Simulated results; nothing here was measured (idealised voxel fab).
The process module that follows is named voxel transistor to metal.
Xsec cut, 150 nm wide, square cell size 5 nm.
Cross-sections here: square-cell grids, written as top-down lists of bands, a band being one or more rows of cells.
Heights first: top, then bottom, in nm. Then materials, left to right, each with a width in nm. "throughout" on a single material: fills the band edge to edge. "air": empty space.
Heights are reckoned from 0. Under this level, the received wafer is all of one material. The bottommost band is open-ended downward, for example "0 down".
The expression "30 to 40" gives the width at the extremes of the band, the first number at its top row of cells and the second at its bottom row, with the width changing by equal amounts from each row to the next in between.
The designation "remained the same", where it is given for a processing step, indicates that no cell of the cross-section was altered in the course of that step.
Basically, "Cavities, closed" tells you about the enclosed voids: empty spaces with no open way to the top, 8 cells or bigger, each written width x height at distance, where distance is from the left edge, all in nm.
Read whatever lies past the settings on a step's line as the simulator's own remark about the step.
Each step line may optionally specify "overlay nm", which for a step with a mask gives the rightward distance between the mask's planned place and where it lay, a negative value indicating the leftward direction.
[List of planned process steps]
1. RECEIVE: material Si
2. OXIDIZE: depth nm 5
3. CONFORMAL_DEP: material SiN, thk nm 10
4. MASKED_ETCH: tone cover, mask id ACTIVE, width nm 115, etch materials SiN, depth nm 10, overlay nm 0
5. MASKED_ETCH: tone cover, mask id ACTIVE, width nm 115, etch materials SiO2, depth nm 5, overlay nm 0
6. MASKED_ETCH: tone cover, mask id ACTIVE, width nm 115, etch materials Si, depth nm 25, overlay nm 0
7. OXIDIZE: depth nm 5
8. FILL_DEP: material SiO2, thk nm 10
9. CMP: height nm 10
10. SELECTIVE_ETCH: etch materials SiO2, depth nm 5
11. STRIP: etch materials SiN
12. SELECTIVE_ETCH: etch materials SiO2, depth nm 5
13. OXIDIZE: depth nm 5
14. DIRECTIONAL_DEP: material polySi, thk nm 30
15. DIRECTIONAL_DEP: material SiCN, thk nm 15
16. DIRECTIONAL_DEP: material aC, thk nm 15
17. PATTERN: tone cover, mask id GATE, material resist, width nm 25, thk nm 35, overlay nm 0
18. DIRECTIONAL_ETCH: etch materials aC, depth nm 15
19. STRIP: etch materials resist
20. DIRECTIONAL_ETCH: etch materials SiCN, depth nm 25
21. DIRECTIONAL_ETCH: etch materials polySi, depth nm 40
22. STRIP: etch materials aC
23. CONFORMAL_DEP: material SiN, thk nm 5
24. DIRECTIONAL_ETCH: etch materials SiN, depth nm 5
25. DIRECTIONAL_ETCH: etch materials SiO2, depth nm 5
26. EPI: material nSi, thk nm 5
27. FILL_DEP: material SiO2, thk nm 10
28. CMP: height nm 25
29. STRIP: etch materials polySi
30. SELECTIVE_ETCH: etch materials SiO2, depth nm 5
31. CONFORMAL_DEP: material HfO2, thk nm 5
32. CONFORMAL_DEP: material TiN, thk nm 5
33. FILL_DEP: material W, thk nm 5
34. CMP: height nm 20
35. DIRECTIONAL_DEP: material SiO2, thk nm 10
36. DIRECTIONAL_DEP: material aC, thk nm 10
37. PATTERN: tone open, mask id CONTACT, material resist, width nm 20, pitch nm 85, thk nm 25, overlay nm 0
38. DIRECTIONAL_ETCH: etch materials aC, depth nm 10
39. STRIP: etch materials resist
40. DIRECTIONAL_ETCH: etch materials SiO2, depth nm 35
41. STRIP: etch materials aC
42. CONFORMAL_DEP: material TiN, thk nm 5
43. FILL_DEP: material W, thk nm 10
44. CMP: height nm 30
45. DIRECTIONAL_DEP: material TiN, thk nm 5
46. DIRECTIONAL_DEP: material W, thk nm 15
47. DIRECTIONAL_DEP: material aC, thk nm 15
48. PATTERN: tone cover, mask id METAL_1, material resist, width nm 20, pitch nm 85, thk nm 30, overlay nm 0
49. DIRECTIONAL_ETCH: etch materials aC, depth nm 15
50. STRIP: etch materials resist
51. DIRECTIONAL_ETCH: etch materials W, depth nm 15
52. DIRECTIONAL_ETCH: etch materials TiN, depth nm 5
53. STRIP: etch materials aC
54. CONFORMAL_DEP: material SiCN, thk nm 5
55. FILL_DEP: material lowk, thk nm 10
56. CMP: height nm 50
57. CONFORMAL_DEP: material SiCN, thk nm 5
58. DIRECTIONAL_DEP: material lowk, thk nm 35
59. PATTERN: tone open, mask id METAL_2, material resist, width nm 20, pitch nm 85, thk nm 20, overlay nm 0
60. DIRECTIONAL_ETCH: etch materials lowk, depth nm 20
61. STRIP: etch materials resist
62. DIRECTIONAL_DEP: material aC, thk nm 15
63. PATTERN: tone open, mask id METAL_2_HOLES, material resist, width nm 15, pitch nm 85, thk nm 35, overlay nm 0
64. DIRECTIONAL_ETCH: etch materials aC, depth nm 15
65. STRIP: etch materials resist
66. DIRECTIONAL_ETCH: etch materials lowk, depth nm 15
67. DIRECTIONAL_ETCH: etch materials SiCN, depth nm 5
68. STRIP: etch materials aC
69. CONFORMAL_DEP: material TiN, thk nm 5
70. FILL_DEP: material Cu, thk nm 10
71. CMP: height nm 90
72. CONFORMAL_DEP: material SiCN, thk nm 5
[This is the cross-section of the wafer as we received it, i.e. after step 1]
* 0 down  Si throughout
* Cavities, closed: none
[As-planned run: cross-section of the first of two wafers at end of module]
* 95 to 90  SiCN throughout
* 90 to 75  20 lowk | 5 TiN | 10 Cu | 5 TiN | 65 lowk | 5 TiN | 10 Cu | 5 TiN | 25 lowk
* 75 to 70  20 lowk | 5 TiN | 5 Cu | 10 TiN | 65 lowk | 5 TiN | 5 Cu | 10 TiN | 25 lowk
* 70 to 55  20 lowk | 5 TiN | 5 Cu | 5 TiN | 70 lowk | 5 TiN | 5 Cu | 5 TiN | 30 lowk
* 55 to 50  20 SiCN | 15 TiN | 70 SiCN | 15 TiN | 30 SiCN
* 50 to 35  15 lowk | 5 SiCN | 20 W | 5 SiCN | 55 lowk | 5 SiCN | 20 W | 5 SiCN | 20 lowk
* 35 to 30  20 SiCN | 20 TiN | 65 SiCN | 20 TiN | 25 SiCN
* 30 to 20  20 SiO2 | 5 TiN | 10 W | 5 TiN | 65 SiO2 | 5 TiN | 10 W | 5 TiN | 25 SiO2
* 20 to 0  20 SiO2 | 5 TiN | 10 W | 5 TiN | 15 SiO2 | 5 SiN | 5 HfO2 | 5 TiN | 5 W | 5 TiN | 5 HfO2 | 5 SiN | 15 SiO2 | 5 TiN | 10 W | 5 TiN | 25 SiO2
* 0 to -5  10 SiO2 | 5 SiN | 5 SiO2 | 20 TiN | 15 SiO2 | 5 SiN | 5 HfO2 | 15 TiN | 5 HfO2 | 5 SiN | 15 SiO2 | 20 TiN | 5 SiO2 | 5 SiN | 15 SiO2
* -5 to -10  15 SiO2 | 40 nSi | 35 HfO2 | 40 nSi | 20 SiO2
* -10 to -35  20 SiO2 | 105 Si | 25 SiO2
* -35 down  Si throughout
* Cavities, closed: none
[Same start, same plan as the first wafer - but one mistake in the run. Cross-section of the second of the two at the end of the module]
* 95 to 90  SiCN throughout
* 90 to 60  20 lowk | 5 TiN | 10 Cu | 5 TiN | 65 lowk | 5 TiN | 10 Cu | 5 TiN | 25 lowk
* 60 to 55  20 lowk | 5 TiN | 5 Cu | 10 TiN | 65 lowk | 5 TiN | 5 Cu | 10 TiN | 25 lowk
* 55 to 50  20 SiCN | 15 TiN | 70 SiCN | 15 TiN | 30 SiCN
* 50 to 35  15 lowk | 5 SiCN | 20 W | 5 SiCN | 55 lowk | 5 SiCN | 20 W | 5 SiCN | 20 lowk
* 35 to 30  20 SiCN | 20 TiN | 65 SiCN | 20 TiN | 25 SiCN
* 30 to 20  20 SiO2 | 5 TiN | 10 W | 5 TiN | 65 SiO2 | 5 TiN | 10 W | 5 TiN | 25 SiO2
* 20 to 0  20 SiO2 | 5 TiN | 10 W | 5 TiN | 15 SiO2 | 5 SiN | 5 HfO2 | 5 TiN | 5 W | 5 TiN | 5 HfO2 | 5 SiN | 15 SiO2 | 5 TiN | 10 W | 5 TiN | 25 SiO2
* 0 to -5  10 SiO2 | 5 SiN | 5 SiO2 | 20 TiN | 15 SiO2 | 5 SiN | 5 HfO2 | 15 TiN | 5 HfO2 | 5 SiN | 15 SiO2 | 20 TiN | 5 SiO2 | 5 SiN | 15 SiO2
* -5 to -10  15 SiO2 | 40 nSi | 35 HfO2 | 40 nSi | 20 SiO2
* -10 to -35  20 SiO2 | 105 Si | 25 SiO2
* -35 down  Si throughout
* Cavities, closed: none
Heads up, the wafer didn't run the way we planned it: plan step 60 was twice executed
At the finish, the second wafer shows more or fewer cells for some materials than the first does: Cu: 6 more | lowk: 6 fewer
